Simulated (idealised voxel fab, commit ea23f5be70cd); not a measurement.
Title: Process Module voxel air gaps
Cross-section cut: width 280 nm, square cells of 5 nm.
The cross-sections in this document take the form of a grid made of square cells. They are written out as bands, in order from top to bottom. Each band consists of one or more rows of cells.
A band entry consists of two parts. The first gives the height of the band's top and the height of its bottom, in nm. The rest lists the band's materials from left to right, each with its width in nm. A single material labelled with the word "all across" fills the band from edge to edge, and the word "blank" marks empty space.
Heads up on the height convention: 0 is the point under which the incoming wafer is all one material, and the lowest band has no bottom, it just keeps going down, like "z 0 and below".
The expression "30->40" gives the width at the extremes of the band, the first number at its top row of cells and the second at its bottom row, with the width changing by equal amounts from each row to the next in between.
"remained unchanged" for a step: no cell of the cross-section changed in that step.
What "Sealed void list" gives you is every empty space of 8 cells or more that is cut off from the top. Each appears as width x height at distance, with the distance taken from the left edge and width, height and distance all in nm.
The remark found on a step's line after its settings is issued by the simulator itself and pertains to that step.
overlay nm: mask offset rightward from planned place, masked step; negative means leftward offset.
STEPS IN THE PROCESS PLAN
step 1: RECEIVE with material Si
step 2: CONFORMAL_DEP with material SiO2, thk nm 10
step 3: CONFORMAL_DEP with material SiCN, thk nm 5
step 4: DIRECTIONAL_DEP with material lowk, thk nm 30
step 5: PATTERN with tone open, mask id LINES, material resist, width nm 20, pitch nm 45, thk nm 15, overlay nm 0
step 6: DIRECTIONAL_ETCH with etch materials lowk, depth nm 30
step 7: STRIP with etch materials resist
step 8: CONFORMAL_DEP with material TiN, thk nm 5
step 9: FILL_DEP with material Cu, thk nm 5
step 10: CMP with height nm 45
step 11: EPI with material Ru, thk nm 10
step 12: SELECTIVE_ETCH with etch materials lowk, depth nm 40
step 13: CONFORMAL_DEP with material SiCN, thk nm 5
AS-RECEIVED STATE OF THE WAFER IN CROSS-SECTION, EQUIVALENT TO POST-STEP 1
z 0 and below: Si all across
Sealed void list: none
THIS IS HOW THE WAFER LOOKS IN CROSS-SECTION ONCE THE MODULE IS DONE, GIVEN THE STARTING STATE AND PLAN ABOVE AND ONE MISTAKE IN CARRYING THE PLAN OUT
z 60 to 55: blank 50 nm, then SiCN 180 nm, then blank 50 nm
z 55 to 45: blank 50 nm, then SiCN 5 nm, then Ru 35 nm, then SiCN 10 nm, then Ru 35 nm, then SiCN 10 nm, then Ru 35 nm, then SiCN 10 nm, then Ru 35 nm, then SiCN 5 nm, then blank 50 nm
z 45 to 40: blank 50 nm, then SiCN 15 nm, then TiN 5 nm, then Cu 5 nm, then TiN 5 nm, then SiCN 30 nm, then TiN 5 nm, then Cu 5 nm, then TiN 5 nm, then SiCN 30 nm, then TiN 5 nm, then Cu 5 nm, then TiN 5 nm, then SiCN 30 nm, then TiN 5 nm, then Cu 5 nm, then TiN 5 nm, then SiCN 15 nm, then blank 50 nm
z 40 to 20: blank 60 nm, then SiCN 5 nm, then TiN 5 nm, then Cu 5 nm, then TiN 5 nm, then SiCN 5 nm, then blank 20 nm, then SiCN 5 nm, then TiN 5 nm, then Cu 5 nm, then TiN 5 nm, then SiCN 5 nm, then blank 20 nm, then SiCN 5 nm, then TiN 5 nm, then Cu 5 nm, then TiN 5 nm, then SiCN 5 nm, then blank 20 nm, then SiCN 5 nm, then TiN 5 nm, then Cu 5 nm, then TiN 5 nm, then SiCN 5 nm, then blank 60 nm
z 20 to 15: SiCN 65 nm, then TiN 15 nm, then SiCN 30 nm, then TiN 15 nm, then SiCN 30 nm, then TiN 15 nm, then SiCN 30 nm, then TiN 15 nm, then SiCN 65 nm
z 15 to 10: SiCN all across
z 10 to 0: SiO2 all across
z 0 and below: Si all across
Sealed void list: 20 x 20 at 85; 20 x 20 at 130; 20 x 20 at 175
Here's what went sideways: it should be noted that step 5 was executed with settings other than those planned, the operation and settings actually applied being PATTERN with tone open, mask id LINES, material resist, width nm 15, pitch nm 45, thk nm 15, overlay nm 0
